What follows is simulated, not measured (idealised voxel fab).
Documented hereafter: the process module known as voxel capacitor over wiring.
Section cut is 225 nm wide and gridded with 5 nm square cells.
In this document a cross-section is written as a grid of square cells. It is given as a series of bands, listed from the top down, and a band is one or more rows of cells. It is stipulated that each band's entry specify, in nanometres, the height of the top of the band and then that of its bottom, followed by the materials of the band in left-to-right sequence, each together with its width in nanometres. A single material marked by the word "everywhere" is understood to fill the band from edge to edge; the word "empty" is understood to denote empty space. Height datum 0, below which the as-received substrate wafer is one material. Lowest band open at the bottom, running downward: "0 nm and below". Graded width ("30->40"): value in top row of band = first number; value in bottom row = second number; row-to-row change constant. For the purposes of this document, the phrase "same as before" attached to a step denotes that no cell within the cross-section was modified by that step. Closed empty spaces (no open way to the top) of 8 cells or more are what "Non-vented voids" lists, each as width x height at distance from the left edge, nm for all three. Heads up: the bit after the settings on a step's line is the simulator's remark on that step. Each step line may optionally specify "overlay nm", which for a step with a mask gives the rightward distance between the mask's planned place and where it lay, a negative value indicating the leftward direction.
STEPS PLANNED FOR THE PROCESS
| 1 | RECEIVE (material Si) |
| 2 | CONFORMAL_DEP (material SiO2; thk nm 15) |
| 3 | DIRECTIONAL_DEP (material TiN; thk nm 5) |
| 4 | DIRECTIONAL_DEP (material W; thk nm 15) |
| 5 | DIRECTIONAL_DEP (material aC; thk nm 10) |
| 6 | PATTERN (tone cover; mask id METAL_1; material resist; width nm 30; pitch nm 95; thk nm 30; overlay nm 0) |
| 7 | DIRECTIONAL_ETCH (etch materials aC; depth nm 10) |
| 8 | STRIP (etch materials resist) |
| 9 | DIRECTIONAL_ETCH (etch materials W; depth nm 15) |
| 10 | DIRECTIONAL_ETCH (etch materials TiN; depth nm 5) |
| 11 | STRIP (etch materials aC) |
| 12 | CONFORMAL_DEP (material SiN; thk nm 5) |
| 13 | FILL_DEP (material lowk; thk nm 10) |
| 14 | CMP (height nm 35) |
| 15 | CONFORMAL_DEP (material SiCN; thk nm 5) |
| 16 | DIRECTIONAL_DEP (material SiO2; thk nm 20) |
| 17 | PATTERN (tone open; mask id PLUG_1; material resist; width nm 15; thk nm 20; overlay nm 0) |
| 18 | DIRECTIONAL_ETCH (etch materials SiO2; depth nm 20) |
| 19 | DIRECTIONAL_ETCH (etch materials SiCN; depth nm 5) |
| 20 | STRIP (etch materials resist) |
| 21 | EPI (material Ru; thk nm 10) |
| 22 | EPI (material Ru; thk nm 10) |
| 23 | EPI (material Ru; thk nm 5) |
| 24 | DIRECTIONAL_DEP (material TiN; thk nm 5) |
| 25 | DIRECTIONAL_DEP (material Al2O3; thk nm 5) |
| 26 | DIRECTIONAL_DEP (material TiN; thk nm 10) |
| 27 | PATTERN (tone cover; mask id UPPER_PLATE; material resist; width nm 70; thk nm 20; overlay nm 0) |
| 28 | DIRECTIONAL_ETCH (etch materials TiN; depth nm 10) |
| 29 | DIRECTIONAL_ETCH (etch materials Al2O3; depth nm 5) |
| 30 | STRIP (etch materials resist) |
| 31 | PATTERN (tone cover; mask id LOWER_PLATE; material resist; width nm 80; thk nm 15; overlay nm 0) |
| 32 | DIRECTIONAL_ETCH (etch materials TiN; depth nm 5) |
| 33 | STRIP (etch materials resist) |
| 34 | FILL_DEP (material SiO2; thk nm 20) |
| 35 | CMP (height nm 95) |
| 36 | MASKED_ETCH (tone open; mask id PLUG_2; width nm 15; etch materials SiO2; depth nm 15; overlay nm 0) |
| 37 | CONFORMAL_DEP (material TiN; thk nm 5) |
| 38 | FILL_DEP (material W; thk nm 10) |
| 39 | CMP (height nm 95) |
| 40 | CONFORMAL_DEP (material SiCN; thk nm 5) |
SHOWN IN CROSS-SECTION IS THE WAFER AS RECEIVED, THAT IS, AS IT STANDS AFTER STEP 1
	0 nm and below | Si everywhere
	Non-vented voids: none
A WAFER AT THE END: THIS START, THIS PLAN, ONE MISTAKE
	100 nm to 95 nm | SiCN everywhere
	95 nm to 90 nm | SiO2 75 nm, TiN 60 nm, SiO2 90 nm
	90 nm to 85 nm | SiO2 75 nm, TiN 5 nm, Al2O3 55 nm, SiO2 90 nm
	85 nm to 80 nm | SiO2 60 nm, TiN 5 nm, SiO2 10 nm, TiN 65 nm, SiO2 85 nm
	80 nm to 70 nm | SiO2 65 nm, TiN 15 nm, SiO2 145 nm
	70 nm to 65 nm | SiO2 65 nm, Al2O3 15 nm, SiO2 145 nm
	65 nm to 60 nm | SiO2 65 nm, TiN 15 nm, SiO2 145 nm
	60 nm to 40 nm | SiO2 everywhere
	40 nm to 35 nm | SiCN everywhere
	35 nm to 20 nm | lowk 45 nm, SiN 5 nm, W 30 nm, SiN 5 nm, lowk 55 nm, SiN 5 nm, W 30 nm, SiN 5 nm, lowk 45 nm
	20 nm to 15 nm | SiN 50 nm, TiN 30 nm, SiN 65 nm, TiN 30 nm, SiN 50 nm
	15 nm to 0 nm | SiO2 everywhere
	0 nm and below | Si everywhere
	Non-vented voids: none
So what did we get wrong on this run? execution of plan step 16 occurred twice
